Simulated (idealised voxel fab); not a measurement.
process module | voxel trench capacitor
Square cells of 5 nm make up the cross-section cut, whose width is 245 nm.
Cross-section spec: square-cell grid; bands listed top down; each band is one or more rows.
What a band's entry tells you: where the top is and where the bottom is, as heights in nm, and after that what lies inside, material by material from left to right, each with its width in nm. Empty space is written as the word "empty", and a single material marked with the word "full width" occupies the band from edge to edge.
Measure heights from 0. That's the level where, below it, the as-received wafer is all one material. The lowest band is bottomless and extends downward; write it as in "top 0, no bottom".
A width given as "30..40" starts at the first number in the band's top row and ends at the second number in its bottom row, shifting by an equal amount at every step from row to row.
A step reported as "nothing different" is a step in which no cell of the cross-section changed.
In "Enclosed void listing" the enclosed voids are listed, meaning empty spaces of 8 cells or larger without any opening to the top. The form is width x height at distance, distance from the left edge, units nm.
Anything after a step's settings on that line? It's the simulator's own note about the step.
You can add "overlay nm" to a step's line. For a step with a mask, it describes how far the mask lay to the right of its planned position, and a negative number describes a lay to the left.
**Process steps foreseen in the plan**
1,RECEIVE,material Si
2,CONFORMAL_DEP,material SiN,thk nm 5
3,PATTERN,tone open,mask id TRENCH,material resist,width nm 25,pitch nm 45,thk nm 20,overlay nm 0
4,DIRECTIONAL_ETCH,etch materials SiN,depth nm 5
5,DIRECTIONAL_ETCH,etch materials Si,depth nm 35
6,STRIP,etch materials resist
7,CONFORMAL_DEP,material HfO2,thk nm 5
8,CONFORMAL_DEP,material TiN,thk nm 5
9,FILL_DEP,material W,thk nm 5
10,CMP,height nm 5
**What follows covers the first of two wafers; it ran as planned**
**Incoming wafer, cross-sectional view, post step 1**
> top 0, no bottom: Si full width
> Enclosed void listing: none
**You're looking at a cross-section of the wafer after step 2**
> top 5, bottom 0: SiN full width
> Under 0: no change, same as before.
**You're looking at a cross-section of the wafer after step 3**
> top 25, bottom 5: 65 resist; 25 empty; 20 resist; 25 empty; 20 resist; 25 empty; 65 resist
> Under 5: no change, same as before.
**You're looking at a cross-section of the wafer after step 4**
> top 25, bottom 5: 65 resist; 25 empty; 20 resist; 25 empty; 20 resist; 25 empty; 65 resist
> top 5, bottom 0: 65 SiN; 25 empty; 20 SiN; 25 empty; 20 SiN; 25 empty; 65 SiN
> Under 0: no change, same as before.
**You're looking at a cross-section of the wafer after step 5**
> top 25, bottom 5: 65 resist; 25 empty; 20 resist; 25 empty; 20 resist; 25 empty; 65 resist
> top 5, bottom 0: 65 SiN; 25 empty; 20 SiN; 25 empty; 20 SiN; 25 empty; 65 SiN
> top 0, bottom -35: 65 Si; 25 empty; 20 Si; 25 empty; 20 Si; 25 empty; 65 Si
> Under -35: no change, same as before.
**You're looking at a cross-section of the wafer after step 6**
> top 5, bottom 0: 65 SiN; 25 empty; 20 SiN; 25 empty; 20 SiN; 25 empty; 65 SiN
> Under 0: no change, same as before.
**You're looking at a cross-section of the wafer after step 7**
> top 10, bottom 5: 70 HfO2; 15 empty; 30 HfO2; 15 empty; 30 HfO2; 15 empty; 70 HfO2
> top 5, bottom 0: 65 SiN; 5 HfO2; 15 empty; 5 HfO2; 20 SiN; 5 HfO2; 15 empty; 5 HfO2; 20 SiN; 5 HfO2; 15 empty; 5 HfO2; 65 SiN
> top 0, bottom -30: 65 Si; 5 HfO2; 15 empty; 5 HfO2; 20 Si; 5 HfO2; 15 empty; 5 HfO2; 20 Si; 5 HfO2; 15 empty; 5 HfO2; 65 Si
> top -30, bottom -35: 65 Si; 25 HfO2; 20 Si; 25 HfO2; 20 Si; 25 HfO2; 65 Si
> Under -35: no change, same as before.
**You're looking at a cross-section of the wafer after step 8**
> top 15, bottom 10: 75 TiN; 5 empty; 40 TiN; 5 empty; 40 TiN; 5 empty; 75 TiN
> top 10, bottom 5: 70 HfO2; 5 TiN; 5 empty; 5 TiN; 30 HfO2; 5 TiN; 5 empty; 5 TiN; 30 HfO2; 5 TiN; 5 empty; 5 TiN; 70 HfO2
> top 5, bottom 0: 65 SiN; 5 HfO2; 5 TiN; 5 empty; 5 TiN; 5 HfO2; 20 SiN; 5 HfO2; 5 TiN; 5 empty; 5 TiN; 5 HfO2; 20 SiN; 5 HfO2; 5 TiN; 5 empty; 5 TiN; 5 HfO2; 65 SiN
> top 0, bottom -25: 65 Si; 5 HfO2; 5 TiN; 5 empty; 5 TiN; 5 HfO2; 20 Si; 5 HfO2; 5 TiN; 5 empty; 5 TiN; 5 HfO2; 20 Si; 5 HfO2; 5 TiN; 5 empty; 5 TiN; 5 HfO2; 65 Si
> top -25, bottom -30: 65 Si; 5 HfO2; 15 TiN; 5 HfO2; 20 Si; 5 HfO2; 15 TiN; 5 HfO2; 20 Si; 5 HfO2; 15 TiN; 5 HfO2; 65 Si
> Under -30: no change, same as before.
**You're looking at a cross-section of the wafer after step 9**
> top 20, bottom 15: W full width
> top 15, bottom 10: 75 TiN; 5 W; 40 TiN; 5 W; 40 TiN; 5 W; 75 TiN
> top 10, bottom 5: 70 HfO2; 5 TiN; 5 W; 5 TiN; 30 HfO2; 5 TiN; 5 W; 5 TiN; 30 HfO2; 5 TiN; 5 W; 5 TiN; 70 HfO2
> top 5, bottom 0: 65 SiN; 5 HfO2; 5 TiN; 5 W; 5 TiN; 5 HfO2; 20 SiN; 5 HfO2; 5 TiN; 5 W; 5 TiN; 5 HfO2; 20 SiN; 5 HfO2; 5 TiN; 5 W; 5 TiN; 5 HfO2; 65 SiN
> top 0, bottom -25: 65 Si; 5 HfO2; 5 TiN; 5 W; 5 TiN; 5 HfO2; 20 Si; 5 HfO2; 5 TiN; 5 W; 5 TiN; 5 HfO2; 20 Si; 5 HfO2; 5 TiN; 5 W; 5 TiN; 5 HfO2; 65 Si
> Under -25: no change, same as before.
**You're looking at a cross-section of the wafer after step 10**
> top 5, bottom 0: 65 SiN; 5 HfO2; 5 TiN; 5 W; 5 TiN; 5 HfO2; 20 SiN; 5 HfO2; 5 TiN; 5 W; 5 TiN; 5 HfO2; 20 SiN; 5 HfO2; 5 TiN; 5 W; 5 TiN; 5 HfO2; 65 SiN
> Under 0: no change, same as before.
**The Second Wafer: Common Origin and Plan, One Mistake in Execution, Identical to the First Through Step 2**
**The second wafer cut through, at the time step 3 was supposed to be finished**
> top 25, bottom 5: 65 resist; 30 empty; 15 resist; 30 empty; 15 resist; 30 empty; 60 resist
> Under 5: no change, same as before.
**The second wafer cut through, at the time step 4 was supposed to be finished**
> top 25, bottom 5: 65 resist; 30 empty; 15 resist; 30 empty; 15 resist; 30 empty; 60 resist
> top 5, bottom 0: 65 SiN; 30 empty; 15 SiN; 30 empty; 15 SiN; 30 empty; 60 SiN
> Under 0: no change, same as before.
**The second wafer cut through, at the time step 5 was supposed to be finished**
> top 25, bottom 5: 65 resist; 30 empty; 15 resist; 30 empty; 15 resist; 30 empty; 60 resist
> top 5, bottom 0: 65 SiN; 30 empty; 15 SiN; 30 empty; 15 SiN; 30 empty; 60 SiN
> top 0, bottom -35: 65 Si; 30 empty; 15 Si; 30 empty; 15 Si; 30 empty; 60 Si
> Under -35: no change, same as before.
**The second wafer cut through, at the time step 6 was supposed to be finished**
> top 5, bottom 0: 65 SiN; 30 empty; 15 SiN; 30 empty; 15 SiN; 30 empty; 60 SiN
> Under 0: no change, same as before.
**The second wafer cut through, at the time step 7 was supposed to be finished**
> top 10, bottom 5: 70 HfO2; 20 empty; 25 HfO2; 20 empty; 25 HfO2; 20 empty; 65 HfO2
> top 5, bottom 0: 65 SiN; 5 HfO2; 20 empty; 5 HfO2; 15 SiN; 5 HfO2; 20 empty; 5 HfO2; 15 SiN; 5 HfO2; 20 empty; 5 HfO2; 60 SiN
> top 0, bottom -30: 65 Si; 5 HfO2; 20 empty; 5 HfO2; 15 Si; 5 HfO2; 20 empty; 5 HfO2; 15 Si; 5 HfO2; 20 empty; 5 HfO2; 60 Si
> top -30, bottom -35: 65 Si; 30 HfO2; 15 Si; 30 HfO2; 15 Si; 30 HfO2; 60 Si
> Under -35: no change, same as before.
**The second wafer cut through, at the time step 8 was supposed to be finished**
> top 15, bottom 10: 75 TiN; 10 empty; 35 TiN; 10 empty; 35 TiN; 10 empty; 70 TiN
> top 10, bottom 5: 70 HfO2; 5 TiN; 10 empty; 5 TiN; 25 HfO2; 5 TiN; 10 empty; 5 TiN; 25 HfO2; 5 TiN; 10 empty; 5 TiN; 65 HfO2
> top 5, bottom 0: 65 SiN; 5 HfO2; 5 TiN; 10 empty; 5 TiN; 5 HfO2; 15 SiN; 5 HfO2; 5 TiN; 10 empty; 5 TiN; 5 HfO2; 15 SiN; 5 HfO2; 5 TiN; 10 empty; 5 TiN; 5 HfO2; 60 SiN
> top 0, bottom -25: 65 Si; 5 HfO2; 5 TiN; 10 empty; 5 TiN; 5 HfO2; 15 Si; 5 HfO2; 5 TiN; 10 empty; 5 TiN; 5 HfO2; 15 Si; 5 HfO2; 5 TiN; 10 empty; 5 TiN; 5 HfO2; 60 Si
> top -25, bottom -30: 65 Si; 5 HfO2; 20 TiN; 5 HfO2; 15 Si; 5 HfO2; 20 TiN; 5 HfO2; 15 Si; 5 HfO2; 20 TiN; 5 HfO2; 60 Si
> Under -30: no change, same as before.
**The second wafer cut through, at the time step 9 was supposed to be finished**
> top 20, bottom 15: W full width
> top 15, bottom 10: 75 TiN; 10 W; 35 TiN; 10 W; 35 TiN; 10 W; 70 TiN
> top 10, bottom 5: 70 HfO2; 5 TiN; 10 W; 5 TiN; 25 HfO2; 5 TiN; 10 W; 5 TiN; 25 HfO2; 5 TiN; 10 W; 5 TiN; 65 HfO2
> top 5, bottom 0: 65 SiN; 5 HfO2; 5 TiN; 10 W; 5 TiN; 5 HfO2; 15 SiN; 5 HfO2; 5 TiN; 10 W; 5 TiN; 5 HfO2; 15 SiN; 5 HfO2; 5 TiN; 10 W; 5 TiN; 5 HfO2; 60 SiN
> top 0, bottom -25: 65 Si; 5 HfO2; 5 TiN; 10 W; 5 TiN; 5 HfO2; 15 Si; 5 HfO2; 5 TiN; 10 W; 5 TiN; 5 HfO2; 15 Si; 5 HfO2; 5 TiN; 10 W; 5 TiN; 5 HfO2; 60 Si
> Under -25: no change, same as before.
**The second wafer cut through, at the time step 10 was supposed to be finished**
> top 5, bottom 0: 65 SiN; 5 HfO2; 5 TiN; 10 W; 5 TiN; 5 HfO2; 15 SiN; 5 HfO2; 5 TiN; 10 W; 5 TiN; 5 HfO2; 15 SiN; 5 HfO2; 5 TiN; 10 W; 5 TiN; 5 HfO2; 60 SiN
> Under 0: no change, same as before.
Heads up, the wafer didn't run the way we planned it: step 3 ran differently from the plan; actual operation with settings: PATTERN,tone open,mask id TRENCH,material resist,width nm 30,pitch nm 45,thk nm 20,overlay nm 0
End of process, cell counts, second wafer against first, materials with more or fewer: +3 HfO2; -21 Si; -3 SiN; +3 TiN; +18 W
